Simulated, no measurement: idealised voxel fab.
Module name: voxel ribs on slabs (process module)
Each square cell in cross-section cut measures 5 nm, and the section as a whole is 265 nm wide.
Just so we're on the same page, the cross-sections are grids of square cells, and they're listed out in bands top to bottom, each band one or more rows deep.
For a band, the entry starts with two heights in nm, that of the top and then that of the bottom, and carries on with the band's materials in order from left to right, each alongside its width in nm; the word "all across" beside a single material means it fills the band edge to edge, and "air" means empty space.
Convention: height 0 is the level below which the wafer, as received, is all one material. The lowest band does not terminate at the bottom but continues downward, represented as "0..down".
When a width is written as two numbers, as in "30 to 40", the first number is the width in the top row of cells of the band and the second is the width in its bottom row, and the width changes by the same amount from each row to the next.
"same as before" for a step: no cell of the cross-section changed in that step.
Look at "Closed-off voids" for the closed voids: empty spaces with no open path to the top, sized 8 cells or up. Each is width x height at distance, distance from the left edge, all nm.
On a step's line, text after the settings is the simulator commenting on that step.
Each step line may optionally specify "overlay nm", which for a step with a mask gives the rightward distance between the mask's planned place and where it lay, a negative value indicating the leftward direction.
Process steps (planned)
step 1: RECEIVE [material Si]
step 2: DIRECTIONAL_DEP [material SiO2] [thk nm 30]
step 3: DIRECTIONAL_DEP [material polySi] [thk nm 20]
step 4: DIRECTIONAL_DEP [material aC] [thk nm 15]
step 5: PATTERN [tone cover] [mask id RIB] [material resist] [width nm 30] [thk nm 35] [overlay nm 0]
step 6: DIRECTIONAL_ETCH [etch materials aC] [depth nm 15]
step 7: STRIP [etch materials resist]
step 8: DIRECTIONAL_ETCH [etch materials polySi] [depth nm 10]
step 9: STRIP [etch materials aC]
step 10: DIRECTIONAL_DEP [material aC] [thk nm 10]
step 11: PATTERN [tone cover] [mask id SLAB] [material resist] [width nm 80] [thk nm 25] [overlay nm 0]
step 12: DIRECTIONAL_ETCH [etch materials aC] [depth nm 10]
step 13: STRIP [etch materials resist]
step 14: DIRECTIONAL_ETCH [etch materials polySi] [depth nm 10]
step 15: STRIP [etch materials aC]
step 16: FILL_DEP [material SiO2] [thk nm 25]
step 17: CMP [height nm 70]
step 18: DIRECTIONAL_DEP [material W] [thk nm 10]
step 19: MASKED_ETCH [tone cover] [mask id HEATER] [width nm 40] [etch materials W] [depth nm 10] [overlay nm -15]
step 20: CONFORMAL_DEP [material SiO2] [thk nm 10]
For this document, wafers share an identical start and vary in the step 19 overlay nm; the plan quotes the first wafer's value.
Cross-section of the first of several wafers on receipt, reflecting completion of step 1
	0..down = Si all across
	Closed-off voids: none
Per wafer (row), end of module: delta in cells per material since receipt, (+) for gained, (-) for lost; closed voids after that
overlay nm -15, +812 SiO2, +16 W, +44 polySi, Closed-off voids: none
overlay nm -10, +812 SiO2, +16 W, +44 polySi, Closed-off voids: none
overlay nm -5, +812 SiO2, +16 W, +44 polySi, Closed-off voids: none
overlay nm 0, +812 SiO2, +16 W, +44 polySi, Closed-off voids: none
overlay nm 5, +812 SiO2, +16 W, +44 polySi, Closed-off voids: none
overlay nm 10, +812 SiO2, +16 W, +44 polySi, Closed-off voids: none
overlay nm 15, +812 SiO2, +16 W, +44 polySi, Closed-off voids: none
